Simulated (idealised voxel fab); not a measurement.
The following is a process module called voxel released beams.
cross-section cut | 185 nm wide | cells 5 nm
In this document a cross-section is written as a grid of square cells. It is given as a series of bands, listed from the top down, and a band is one or more rows of cells. A band entry consists of two parts. The first gives the height of the band's top and the height of its bottom, in nm. The rest lists the band's materials from left to right, each with its width in nm. A single material labelled with the word "everywhere" fills the band from edge to edge, and the word "air" marks empty space. Measure heights from 0. That's the level where, below it, the as-received wafer is all one material. The lowest band is bottomless and extends downward; write it as in "top 0, no bottom". It should be noted that a width expressed as "30->40" varies in equal increments from row to row of cells within the band, taking the value of the first number at the top row and that of the second number at the bottom row. Any step labelled "no change occurred" changed none of the cells in the cross-section. Entry "Listed closed voids" = empty spaces >= 8 cells with no open way to the top; each as width x height at distance, distance from left edge, all nm. Read whatever lies past the settings on a step's line as the simulator's own remark about the step. "overlay nm", when on a step's line for a step with a mask, measures how far to the right of its planned place the mask lay; a negative measure means to the left.

[Process steps foreseen in the plan]
1: RECEIVE,material Si
2: CONFORMAL_DEP,material SiN,thk nm 5
3: DIRECTIONAL_DEP,material SiO2,thk nm 15
4: PATTERN,tone open,mask id ANCHOR,material resist,width nm 30,thk nm 20,overlay nm 0
5: DIRECTIONAL_ETCH,etch materials SiO2,depth nm 15
6: STRIP,etch materials resist
7: CONFORMAL_DEP,material TiN,thk nm 10
8: MASKED_ETCH,tone cover,mask id BEAM,width nm 95,etch materials TiN,depth nm 10,overlay nm 0
9: STRIP,etch materials SiO2

[The first of the two wafers, which ran as planned]

[Wafer cross-section on receipt, i.e. after step 1]
  top 0, no bottom | Si everywhere
  Listed closed voids: none

[The wafer, seen in cross-section, after step 2]
  top 5, bottom 0 | SiN everywhere
  Below 0, no change.

[The wafer, seen in cross-section, after step 3]
  top 20, bottom 5 | SiO2 everywhere
  Below 5, no change.

[The wafer, seen in cross-section, after step 4]
  top 40, bottom 20 | 45 nm resist, 30 nm air, 110 nm resist
  Below 20, no change.

[The wafer, seen in cross-section, after step 5]
  top 40, bottom 20 | 45 nm resist, 30 nm air, 110 nm resist
  top 20, bottom 5 | 45 nm SiO2, 30 nm air, 110 nm SiO2
  Below 5, no change.

[The wafer, seen in cross-section, after step 6]
  top 20, bottom 5 | 45 nm SiO2, 30 nm air, 110 nm SiO2
  Below 5, no change.

[The wafer, seen in cross-section, after step 7]
  top 30, bottom 20 | 55 nm TiN, 10 nm air, 120 nm TiN
  top 20, bottom 15 | 45 nm SiO2, 10 nm TiN, 10 nm air, 10 nm TiN, 110 nm SiO2
  top 15, bottom 5 | 45 nm SiO2, 30 nm TiN, 110 nm SiO2
  Below 5, no change.

[The wafer, seen in cross-section, after step 8]
  top 30, bottom 20 | 40 nm air, 15 nm TiN, 10 nm air, 70 nm TiN, 50 nm air
  Below 20, no change.

[The wafer, seen in cross-section, after step 9]
  top 30, bottom 20 | 40 nm air, 15 nm TiN, 10 nm air, 70 nm TiN, 50 nm air
  top 20, bottom 15 | 45 nm air, 10 nm TiN, 10 nm air, 10 nm TiN, 110 nm air
  top 15, bottom 5 | 45 nm air, 30 nm TiN, 110 nm air
  Below 5, no change.

[The remaining wafer, second of the two, started like the first and was run to the same plan, except that one mistake was made along the way; the two coincide through step 1, inclusive]

Planned end of step 2: second wafer, cross-section: no change occurred

[Planned end of step 3: second wafer, cross-section]
  top 15, bottom 0 | SiO2 everywhere
  Below 0, no change.

[Planned end of step 4: second wafer, cross-section]
  top 35, bottom 15 | 45 nm resist, 30 nm air, 110 nm resist
  Below 15, no change.

[Planned end of step 5: second wafer, cross-section]
  top 35, bottom 15 | 45 nm resist, 30 nm air, 110 nm resist
  top 15, bottom 0 | 45 nm SiO2, 30 nm air, 110 nm SiO2
  Below 0, no change.

[Planned end of step 6: second wafer, cross-section]
  top 15, bottom 0 | 45 nm SiO2, 30 nm air, 110 nm SiO2
  Below 0, no change.

[Planned end of step 7: second wafer, cross-section]
  top 25, bottom 15 | 55 nm TiN, 10 nm air, 120 nm TiN
  top 15, bottom 10 | 45 nm SiO2, 10 nm TiN, 10 nm air, 10 nm TiN, 110 nm SiO2
  top 10, bottom 0 | 45 nm SiO2, 30 nm TiN, 110 nm SiO2
  Below 0, no change.

[Planned end of step 8: second wafer, cross-section]
  top 25, bottom 15 | 40 nm air, 15 nm TiN, 10 nm air, 70 nm TiN, 50 nm air
  Below 15, no change.

[Planned end of step 9: second wafer, cross-section]
  top 25, bottom 15 | 40 nm air, 15 nm TiN, 10 nm air, 70 nm TiN, 50 nm air
  top 15, bottom 10 | 45 nm air, 10 nm TiN, 10 nm air, 10 nm TiN, 110 nm air
  top 10, bottom 0 | 45 nm air, 30 nm TiN, 110 nm air
  Below 0, no change.
Against the plan, the run slipped here: step 2 was dropped from the plan's execution and never run
Wafer comparison, final, in cells, second relative to first, materials more or fewer: 37 fewer of SiN
